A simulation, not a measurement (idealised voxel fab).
process module | voxel spacer lines
cross-section cut | 250 nm wide | cells 5 nm
A cross-section is a grid of square cells, given in bands from the top down. A band is one or more rows of cells.
Each band's line starts with the height of the band's top and of its bottom, in nm. Then come its materials from left to right, each with its width in nm. One material with "throughout" fills the band from edge to edge. "air" is empty space.
Height 0 is the level under which the wafer as received is all one material. The lowest band goes on downwards, as in "0 down".
A width such as "30 to 40" changes by the same amount from each row of cells to the next, from the band's top row to its bottom row.
"no change" after a step means that no cell of the cross-section changed.
closed voids: empty space of 8 cells or more with no open way to the top, each as width x height at its distance from the left edge, in nm
after a step's settings: what the simulator itself notes on the step
overlay nm, on a step with a mask: how far to the right of its planned place the mask lay; to the left if negative
plan
1 op RECEIVE | material Si
2 op CONFORMAL_DEP | material Al2O3 | thk nm 10
3 op DIRECTIONAL_DEP | material polySi | thk nm 15
4 op DIRECTIONAL_DEP | material aC | thk nm 30
5 op PATTERN | tone cover | mask id MANDREL | material resist | width nm 20 | pitch nm 70 | thk nm 40 | overlay nm 0
6 op DIRECTIONAL_ETCH | etch materials aC | depth nm 30
7 op STRIP | etch materials resist
8 op CONFORMAL_DEP | material SiN | thk nm 15
9 op DIRECTIONAL_ETCH | etch materials SiN | depth nm 15
10 op STRIP | etch materials aC
11 op DIRECTIONAL_ETCH | etch materials polySi | depth nm 15
12 op STRIP | etch materials SiN
13 op FILL_DEP | material SiO2 | thk nm 5
14 op CMP | height nm 25
as received, after step 1
  0 down: Si throughout
  closed voids: none
first wafer at the end, as planned
  25 to 10: SiO2 65 | polySi 15 | SiO2 20 | polySi 15 | SiO2 20 | polySi 15 | SiO2 20 | polySi 15 | SiO2 65
  10 to 0: Al2O3 throughout
  0 down: Si throughout
  closed voids: none
second wafer at the end: like start, like plan, one mistake
  25 to 20: SiO2 throughout
  20 to 5: SiO2 65 | polySi 15 | SiO2 20 | polySi 15 | SiO2 20 | polySi 15 | SiO2 20 | polySi 15 | SiO2 65
  5 to 0: Al2O3 throughout
  0 down: Si throughout
  closed voids: none
what went wrong: step 2 ran as: op CONFORMAL_DEP | material Al2O3 | thk nm 5
at the end the second wafer has, in cells: 50 fewer of Al2O3 | 50 more of SiO2
